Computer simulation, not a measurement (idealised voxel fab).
Presented below is a process module, voxel transistor to metal.
We display cut, a cross-section 285 nm in width whose square cells are each 5 nm.
Throughout this document, each cross-section is represented as a grid of square cells and is presented as a sequence of bands enumerated from the top downward, where a band comprises one or more rows of cells. Look at the band entry: it leads with the top's height and the bottom's height in nm. Then it lists the materials left to right, with a width in nm for each. The word "everywhere" on a single material says that material fills the band edge to edge. The word "air" is empty space. Measure heights from 0. That's the level where, below it, the as-received wafer is all one material. The lowest band is bottomless and extends downward; write it as in "0 -> down". The width entry "30 to 40" should be interpreted row by row: the top row of cells in the band takes the first number, the bottom row takes the second number, and the change between adjacent rows is uniform throughout. Step marked "same as before"? Then no cell in the cross-section changed in it. Enclosed voids (no open way to top), threshold 8 cells or more, entry "Enclosed void entries", notation width x height at distance, distance from left edge, nm. Anything after a step's settings on that line? It's the simulator's own note about the step. If you see "overlay nm" on a step's line and that step has a mask, it's telling you how far right of where it was planned the mask ended up; a negative number means it went left instead.

HERE'S WHAT THE PLANNED PROCESS STEPS LOOK LIKE
| 1 | RECEIVE with material Si |
| 2 | OXIDIZE with depth nm 5 |
| 3 | CONFORMAL_DEP with material SiN, thk nm 10 |
| 4 | MASKED_ETCH with tone cover, mask id ACTIVE, width nm 110, pitch nm 140, etch materials SiN, depth nm 10, overlay nm 0 |
| 5 | MASKED_ETCH with tone cover, mask id ACTIVE, width nm 110, pitch nm 140, etch materials SiO2, depth nm 5, overlay nm 0 |
| 6 | MASKED_ETCH with tone cover, mask id ACTIVE, width nm 110, pitch nm 140, etch materials Si, depth nm 35, overlay nm 0 |
| 7 | OXIDIZE with depth nm 5 |
| 8 | FILL_DEP with material SiO2, thk nm 5 |
| 9 | CMP with height nm 10 |
| 10 | SELECTIVE_ETCH with etch materials SiO2, depth nm 10 |
| 11 | STRIP with etch materials SiN |
| 12 | SELECTIVE_ETCH with etch materials SiO2, depth nm 5 |
| 13 | OXIDIZE with depth nm 5 |
| 14 | DIRECTIONAL_DEP with material polySi, thk nm 30 |
| 15 | DIRECTIONAL_DEP with material SiCN, thk nm 15 |
| 16 | DIRECTIONAL_DEP with material aC, thk nm 15 |
| 17 | PATTERN with tone cover, mask id GATE, material resist, width nm 20, pitch nm 140, thk nm 30, overlay nm 0 |
| 18 | DIRECTIONAL_ETCH with etch materials aC, depth nm 15 |
| 19 | STRIP with etch materials resist |
| 20 | DIRECTIONAL_ETCH with etch materials SiCN, depth nm 25 |
| 21 | DIRECTIONAL_ETCH with etch materials polySi, depth nm 40 |
| 22 | STRIP with etch materials aC |
| 23 | CONFORMAL_DEP with material SiO2, thk nm 5 |
| 24 | DIRECTIONAL_ETCH with etch materials SiO2, depth nm 5 |
| 25 | CONFORMAL_DEP with material SiN, thk nm 5 |
| 26 | DIRECTIONAL_ETCH with etch materials SiN, depth nm 5 |
| 27 | DIRECTIONAL_ETCH with etch materials SiO2, depth nm 5 |
| 28 | EPI with material pSi, thk nm 5 |
| 29 | FILL_DEP with material SiO2, thk nm 10 |
| 30 | CMP with height nm 40 |
| 31 | DIRECTIONAL_DEP with material SiO2, thk nm 15 |
| 32 | PATTERN with tone open, mask id CONTACT, material resist, width nm 20, pitch nm 70, thk nm 20, overlay nm 0 |
| 33 | DIRECTIONAL_ETCH with etch materials SiO2, depth nm 60 |
| 34 | STRIP with etch materials resist |
| 35 | CONFORMAL_DEP with material TiN, thk nm 5 |
| 36 | FILL_DEP with material W, thk nm 5 |
| 37 | CMP with height nm 55 |
| 38 | CONFORMAL_DEP with material SiCN, thk nm 5 |
| 39 | DIRECTIONAL_DEP with material SiO2, thk nm 20 |
| 40 | PATTERN with tone open, mask id METAL_1, material resist, width nm 20, pitch nm 70, thk nm 15, overlay nm -10 |
| 41 | DIRECTIONAL_ETCH with etch materials SiO2, depth nm 20 |
| 42 | DIRECTIONAL_ETCH with etch materials SiCN, depth nm 5 |
| 43 | STRIP with etch materials resist |
| 44 | CONFORMAL_DEP with material TiN, thk nm 5 |
| 45 | FILL_DEP with material Cu, thk nm 10 |
| 46 | CMP with height nm 80 |
| 47 | CONFORMAL_DEP with material SiN, thk nm 5 |
Don't read the plan's overlay nm for step 40 as applying to every wafer: that's the first wafer's value, and the wafers differ in it, though they all start identical.

FIRST OF SEVERAL WAFERS, RECEIVED AFTER STEP 1, IN CROSS-SECTION
	0 -> down  Si everywhere
	Enclosed void entries: none

END-OF-MODULE CROSS-SECTION, FIRST OF SEVERAL WAFERS, AFTER LAST STEP 47
	85 -> 80  SiN everywhere
	80 -> 60  SiO2: 15; TiN: 5; Cu: 10; TiN: 5; SiO2: 50; TiN: 5; Cu: 10; TiN: 5; SiO2: 50; TiN: 5; Cu: 10; TiN: 5; SiO2: 50; TiN: 5; Cu: 10; TiN: 5; SiO2: 40
	60 -> 55  SiCN: 15; TiN: 20; SiCN: 50; TiN: 20; SiCN: 50; TiN: 20; SiCN: 50; TiN: 20; SiCN: 40
	55 -> 40  SiO2: 25; TiN: 5; W: 10; TiN: 5; SiO2: 50; TiN: 5; W: 10; TiN: 5; SiO2: 50; TiN: 5; W: 10; TiN: 5; SiO2: 50; TiN: 5; W: 10; TiN: 5; SiO2: 30
	40 -> 25  SiO2: 25; TiN: 5; W: 10; TiN: 5; SiO2: 5; SiN: 5; SiO2: 5; SiCN: 20; SiO2: 5; SiN: 5; SiO2: 5; TiN: 5; W: 10; TiN: 5; SiO2: 50; TiN: 5; W: 10; TiN: 5; SiO2: 5; SiN: 5; SiO2: 5; SiCN: 20; SiO2: 5; SiN: 5; SiO2: 5; TiN: 5; W: 10; TiN: 5; SiO2: 30
	25 -> 0  SiO2: 25; TiN: 5; W: 10; TiN: 5; SiO2: 5; SiN: 5; SiO2: 5; polySi: 20; SiO2: 5; SiN: 5; SiO2: 5; TiN: 5; W: 10; TiN: 5; SiO2: 50; TiN: 5; W: 10; TiN: 5; SiO2: 5; SiN: 5; SiO2: 5; polySi: 20; SiO2: 5; SiN: 5; SiO2: 5; TiN: 5; W: 10; TiN: 5; SiO2: 30
	0 -> -5  SiO2: 25; TiN: 20; SiO2: 5; SiN: 5; SiO2: 5; polySi: 20; SiO2: 5; SiN: 5; SiO2: 5; TiN: 20; SiO2: 50; TiN: 20; SiO2: 5; SiN: 5; SiO2: 5; polySi: 20; SiO2: 5; SiN: 5; SiO2: 5; TiN: 20; SiO2: 30
	-5 -> -10  SiO2: 15; pSi: 35; SiO2: 40; pSi: 35; SiO2: 30; pSi: 35; SiO2: 40; pSi: 35; SiO2: 20
	-10 -> -45  SiO2: 20; Si: 100; SiO2: 40; Si: 100; SiO2: 25
	-45 -> down  Si everywhere
	Enclosed void entries: none

X-SECTION, LAST WAFER, MODULE END
	85 -> 80  SiN everywhere
	80 -> 60  SiO2: 40; TiN: 5; Cu: 10; TiN: 5; SiO2: 50; TiN: 5; Cu: 10; TiN: 5; SiO2: 50; TiN: 5; Cu: 10; TiN: 5; SiO2: 50; TiN: 5; Cu: 10; TiN: 5; SiO2: 15
	60 -> 55  SiCN: 40; TiN: 20; SiCN: 50; TiN: 20; SiCN: 50; TiN: 20; SiCN: 50; TiN: 20; SiCN: 15
	55 -> 40  SiO2: 25; TiN: 5; W: 10; TiN: 5; SiO2: 50; TiN: 5; W: 10; TiN: 5; SiO2: 50; TiN: 5; W: 10; TiN: 5; SiO2: 50; TiN: 5; W: 10; TiN: 5; SiO2: 30
	40 -> 25  SiO2: 25; TiN: 5; W: 10; TiN: 5; SiO2: 5; SiN: 5; SiO2: 5; SiCN: 20; SiO2: 5; SiN: 5; SiO2: 5; TiN: 5; W: 10; TiN: 5; SiO2: 50; TiN: 5; W: 10; TiN: 5; SiO2: 5; SiN: 5; SiO2: 5; SiCN: 20; SiO2: 5; SiN: 5; SiO2: 5; TiN: 5; W: 10; TiN: 5; SiO2: 30
	25 -> 0  SiO2: 25; TiN: 5; W: 10; TiN: 5; SiO2: 5; SiN: 5; SiO2: 5; polySi: 20; SiO2: 5; SiN: 5; SiO2: 5; TiN: 5; W: 10; TiN: 5; SiO2: 50; TiN: 5; W: 10; TiN: 5; SiO2: 5; SiN: 5; SiO2: 5; polySi: 20; SiO2: 5; SiN: 5; SiO2: 5; TiN: 5; W: 10; TiN: 5; SiO2: 30
	0 -> -5  SiO2: 25; TiN: 20; SiO2: 5; SiN: 5; SiO2: 5; polySi: 20; SiO2: 5; SiN: 5; SiO2: 5; TiN: 20; SiO2: 50; TiN: 20; SiO2: 5; SiN: 5; SiO2: 5; polySi: 20; SiO2: 5; SiN: 5; SiO2: 5; TiN: 20; SiO2: 30
	-5 -> -10  SiO2: 15; pSi: 35; SiO2: 40; pSi: 35; SiO2: 30; pSi: 35; SiO2: 40; pSi: 35; SiO2: 20
	-10 -> -45  SiO2: 20; Si: 100; SiO2: 40; Si: 100; SiO2: 25
	-45 -> down  Si everywhere
	Enclosed void entries: none

ROW PER WAFER, END-OF-MODULE: CELL GAIN (+)/LOSS (-) BY MATERIAL SINCE THE WAFER CAME IN, THEN CLOSED VOIDS
overlay nm -10 | +32 Cu | -233 Si | +65 SiCN | +93 SiN | +696 SiO2 | +152 TiN | +88 W | +28 pSi | +48 polySi | Enclosed void entries: none
overlay nm -5 | +32 Cu | -233 Si | +65 SiCN | +93 SiN | +696 SiO2 | +152 TiN | +88 W | +28 pSi | +48 polySi | Enclosed void entries: none
overlay nm 0 | +32 Cu | -233 Si | +65 SiCN | +93 SiN | +696 SiO2 | +152 TiN | +88 W | +28 pSi | +48 polySi | Enclosed void entries: none
overlay nm 5 | +32 Cu | -233 Si | +65 SiCN | +93 SiN | +696 SiO2 | +152 TiN | +88 W | +28 pSi | +48 polySi | Enclosed void entries: none
overlay nm 10 | +32 Cu | -233 Si | +65 SiCN | +93 SiN | +696 SiO2 | +152 TiN | +88 W | +28 pSi | +48 polySi | Enclosed void entries: none
overlay nm 15 | +32 Cu | -233 Si | +65 SiCN | +93 SiN | +696 SiO2 | +152 TiN | +88 W | +28 pSi | +48 polySi | Enclosed void entries: none
